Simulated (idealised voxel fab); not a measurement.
Herein follows the process module entitled voxel released beams.
Section shown: cut. Width: 285 nm. Cell size: 5 nm, square.
Heads up, the way a cross-section reads in here is a grid of square cells, handed over as bands from the top down, with every band being one or more rows of cells.
For a band, the entry starts with two heights in nm, that of the top and then that of the bottom, and carries on with the band's materials in order from left to right, each alongside its width in nm; the word "all across" beside a single material means it fills the band edge to edge, and "blank" means empty space.
Counting heights begins at 0, where everything beneath is, in the wafer as received, one material. The lowest band has no bottom; it goes on downwards, as "0 down" shows.
Top row gets the first number, bottom row gets the second, and each row in between changes by the same step: that is how a band width like "30 to 40" works.
"nothing altered", as given for a step, is the statement that not any cell of the cross-section underwent a change during that step.
Under "Sealed internal cavities" you'll find the enclosed gaps, the ones with no way out to the top, that are 8 cells or bigger; each reads width x height at distance, with distance counted from the left edge, everything in nm.
Heads up: the bit after the settings on a step's line is the simulator's remark on that step.
overlay nm: mask right of planned place by this much (step with mask). Neg. = left.
**The steps planned for the process are as follows**
1,RECEIVE: material Si
2,CONFORMAL_DEP: material SiN, thk nm 5
3,DIRECTIONAL_DEP: material SiO2, thk nm 15
4,PATTERN: tone open, mask id ANCHOR, material resist, width nm 35, thk nm 20, overlay nm 0
5,DIRECTIONAL_ETCH: etch materials SiO2, depth nm 15
6,STRIP: etch materials resist
7,CONFORMAL_DEP: material polySi, thk nm 15
8,DIRECTIONAL_DEP: material aC, thk nm 15
9,PATTERN: tone cover, mask id BEAM, material resist, width nm 100, thk nm 30, overlay nm 0
10,DIRECTIONAL_ETCH: etch materials aC, depth nm 15
11,STRIP: etch materials resist
12,DIRECTIONAL_ETCH: etch materials polySi, depth nm 15
13,STRIP: etch materials aC
14,STRIP: etch materials SiO2
**The cross-section here shows the wafer as received, i.e. in its state after step 1**
> 0 down  Si all across
> Sealed internal cavities: none
**The module was run from the start shown above using the plan shown above, but one mistake was made doing it; the resulting wafer cross-section is below**
> 35 to 20  blank 95; polySi 15; blank 5; polySi 80; blank 90
> 20 to 5  blank 95; polySi 35; blank 155
> 5 to 0  SiN all across
> 0 down  Si all across
> Sealed internal cavities: none
It is concluded that the wafer was processed incorrectly with respect to the plan, in that the process deviated at step 9: the operation and settings actually run there were PATTERN: tone cover, mask id BEAM, material resist, width nm 100, thk nm 30, overlay nm 5
